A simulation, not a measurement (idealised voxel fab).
The process module that follows is named voxel spacer lines.
Section shown: cut. Width: 265 nm. Cell size: 5 nm, square.
Cross-section layout: square cells on a grid; listed as bands, top to bottom; a band spans one or more cell rows.
Heads up on the band format: heights come first, top then bottom, in nm. After that it's the materials left to right, each with its width in nm. A single material flagged "everywhere" fills the whole band edge to edge, and "air" means there's empty space there.
Counting heights begins at 0, where everything beneath is, in the wafer as received, one material. The lowest band has no bottom; it goes on downwards, as "0 and below" shows.
The expression "30->40" gives the width at the extremes of the band, the first number at its top row of cells and the second at its bottom row, with the width changing by equal amounts from each row to the next in between.
Key: "remains unaltered" - step with no changed cell in the cross-section.
Closed empty spaces (no open way to the top) of 8 cells or more are what "Enclosed void entries" lists, each as width x height at distance from the left edge, nm for all three.
It should be noted that, on the line of a given step, the content following the step's settings is a remark produced by the simulator itself with respect to that step.
overlay nm: for a step with a mask, the amount by which the mask lay right of where it was planned; a negative amount means left of it.
Intended process steps
1: RECEIVE | material Si
2: CONFORMAL_DEP | material SiO2 | thk nm 10
3: DIRECTIONAL_DEP | material polySi | thk nm 20
4: DIRECTIONAL_DEP | material aC | thk nm 20
5: PATTERN | tone cover | mask id MANDREL | material resist | width nm 20 | pitch nm 60 | thk nm 30 | overlay nm 0
6: DIRECTIONAL_ETCH | etch materials aC | depth nm 20
7: STRIP | etch materials resist
8: CONFORMAL_DEP | material SiN | thk nm 10
9: DIRECTIONAL_ETCH | etch materials SiN | depth nm 10
10: STRIP | etch materials aC
11: DIRECTIONAL_ETCH | etch materials polySi | depth nm 20
12: STRIP | etch materials SiN
13: FILL_DEP | material SiO2 | thk nm 5
14: CMP | height nm 30
Incoming wafer in cross-section (state: after step 1)
- 0 and below = Si everywhere
- Enclosed void entries: none
first wafer at the end, as planned
- 30 down to 10 = SiO2: 50  polySi: 10  SiO2: 20  polySi: 10  SiO2: 20  polySi: 10  SiO2: 20  polySi: 10  SiO2: 20  polySi: 10  SiO2: 20  polySi: 10  SiO2: 55
- 10 down to 0 = SiO2 everywhere
- 0 and below = Si everywhere
- Enclosed void entries: none
Here's the second of our two wafers sectioned at module end. Same start as the first, same plan, but one mistake got made running it
- 30 down to 10 = aC: 50  polySi: 10  aC: 20  polySi: 10  aC: 20  polySi: 10  aC: 20  polySi: 10  aC: 20  polySi: 10  aC: 20  polySi: 10  aC: 55
- 10 down to 0 = SiO2 everywhere
- 0 and below = Si everywhere
- Enclosed void entries: none
Finding, execution versus plan: step 13 ran with different settings than intended, the actual operation and settings being FILL_DEP | material aC | thk nm 5
Final tally in cells, some materials are higher or lower on the second wafer than on the first: SiO2 -164, aC +164
